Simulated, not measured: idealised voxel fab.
Process module heading - voxel self aligned contacts
Each square cell in cross-section cut measures 5 nm, and the section as a whole is 250 nm wide.
In what follows, cross-sections appear as grids of square cells, described through bands that run from the top down, where every band is one or more rows of cells.
Basically the band line says how high the top is and how high the bottom is, in nm, and then what's in it from left to right, every material with its width in nm. Empty space shows up as "empty", and if a single material carries "throughout" it runs the full band edge to edge.
We count height from 0. Below that, the starting wafer is all one material. The lowest band never ends at the bottom but goes on down; see "0..down" for how that is written.
A width such as "30->40" changes by the same amount from each row of cells to the next, from the band's top row to its bottom row.
"no change" means the step left every cell of the cross-section as it was.
"Trapped voids" specifies each empty space that is not open to the top and that occupies no fewer than 8 cells, using the form width x height at distance, the distance measured from the left edge and all three quantities in nm.
The remark found on a step's line after its settings is issued by the simulator itself and pertains to that step.
overlay nm: how far to the right of its planned place the mask lay on this masked step (negative: to the left).

## So here's the lineup of process steps we planned
- 1: RECEIVE,material Si
- 2: CONFORMAL_DEP,material SiO2,thk nm 5
- 3: DIRECTIONAL_DEP,material polySi,thk nm 30
- 4: DIRECTIONAL_DEP,material SiN,thk nm 15
- 5: PATTERN,tone cover,mask id GATE,material resist,width nm 35,pitch nm 60,thk nm 15,overlay nm -15
- 6: DIRECTIONAL_ETCH,etch materials SiN,depth nm 15
- 7: DIRECTIONAL_ETCH,etch materials polySi,depth nm 30
- 8: STRIP,etch materials resist
- 9: CONFORMAL_DEP,material SiN,thk nm 5
- 10: DIRECTIONAL_ETCH,etch materials SiN,depth nm 5
- 11: FILL_DEP,material SiO2,thk nm 15
- 12: CMP,height nm 60
- 13: PATTERN,tone open,mask id CONTACT,material resist,width nm 35,pitch nm 60,thk nm 15,overlay nm 0
- 14: DIRECTIONAL_ETCH,etch materials SiO2,depth nm 60
- 15: STRIP,etch materials resist
- 16: CONFORMAL_DEP,material TiN,thk nm 5
- 17: FILL_DEP,material Ru,thk nm 5
- 18: CMP,height nm 60
- 19: CONFORMAL_DEP,material SiCN,thk nm 5
Same starting wafers, different overlay nm at step 5. Plan value belongs to the first wafer.

## Cross-section, first of several wafers, as delivered after step 1
0..down = Si throughout
Trapped voids: none

## Cross-section of the first of several wafers, taken after step 19, where the module ends
65..60 = SiCN throughout
60..55 = 75 SiO2 / 5 TiN / 25 Ru / 5 TiN / 25 SiO2 / 5 TiN / 25 Ru / 5 TiN / 80 SiO2
55..50 = 75 SiO2 / 35 TiN / 25 SiO2 / 35 TiN / 80 SiO2
50..35 = 25 SiO2 / 45 SiN / 5 SiO2 / 10 TiN / 45 SiN / 5 SiO2 / 10 TiN / 45 SiN / 60 SiO2
35..5 = 25 SiO2 / 5 SiN / 35 polySi / 5 SiN / 5 SiO2 / 10 TiN / 5 SiN / 35 polySi / 5 SiN / 5 SiO2 / 10 TiN / 5 SiN / 35 polySi / 5 SiN / 60 SiO2
5..0 = 75 SiO2 / 10 TiN / 50 SiO2 / 10 TiN / 105 SiO2
0..down = Si throughout
Trapped voids: none

## At the end of the module, the last of several wafers in cross-section
65..60 = SiCN throughout
60..55 = 75 SiO2 / 5 TiN / 25 Ru / 5 TiN / 25 SiO2 / 5 TiN / 25 Ru / 5 TiN / 80 SiO2
55..50 = 75 SiO2 / 35 TiN / 25 SiO2 / 35 TiN / 80 SiO2
50..35 = 55 SiO2 / 45 SiN / 10 TiN / 5 SiO2 / 45 SiN / 10 TiN / 5 SiO2 / 45 SiN / 30 SiO2
35..5 = 55 SiO2 / 5 SiN / 35 polySi / 5 SiN / 10 TiN / 5 SiO2 / 5 SiN / 35 polySi / 5 SiN / 10 TiN / 5 SiO2 / 5 SiN / 35 polySi / 5 SiN / 30 SiO2
5..0 = 100 SiO2 / 10 TiN / 50 SiO2 / 10 TiN / 80 SiO2
0..down = Si throughout
Trapped voids: none

## The following table contains a row per wafer, in which are reported, at the conclusion of the module, the cells of each material gained (+) or lost (-) since the wafer's receipt, with its closed voids given thereafter
overlay nm -15; +10 Ru; +50 SiCN; +117 SiN; +289 SiO2; +58 TiN; +126 polySi; Trapped voids: none
overlay nm -10; +30 Ru; +50 SiCN; +117 SiN; +269 SiO2; +58 TiN; +126 polySi; Trapped voids: none
overlay nm -5; +30 Ru; +50 SiCN; +117 SiN; +269 SiO2; +58 TiN; +126 polySi; Trapped voids: none
overlay nm 0; +30 Ru; +50 SiCN; +117 SiN; +269 SiO2; +58 TiN; +126 polySi; Trapped voids: none
overlay nm 5; +30 Ru; +50 SiCN; +117 SiN; +269 SiO2; +58 TiN; +126 polySi; Trapped voids: none
overlay nm 10; +30 Ru; +50 SiCN; +117 SiN; +269 SiO2; +58 TiN; +126 polySi; Trapped voids: none
overlay nm 15; +10 Ru; +50 SiCN; +117 SiN; +289 SiO2; +58 TiN; +126 polySi; Trapped voids: none
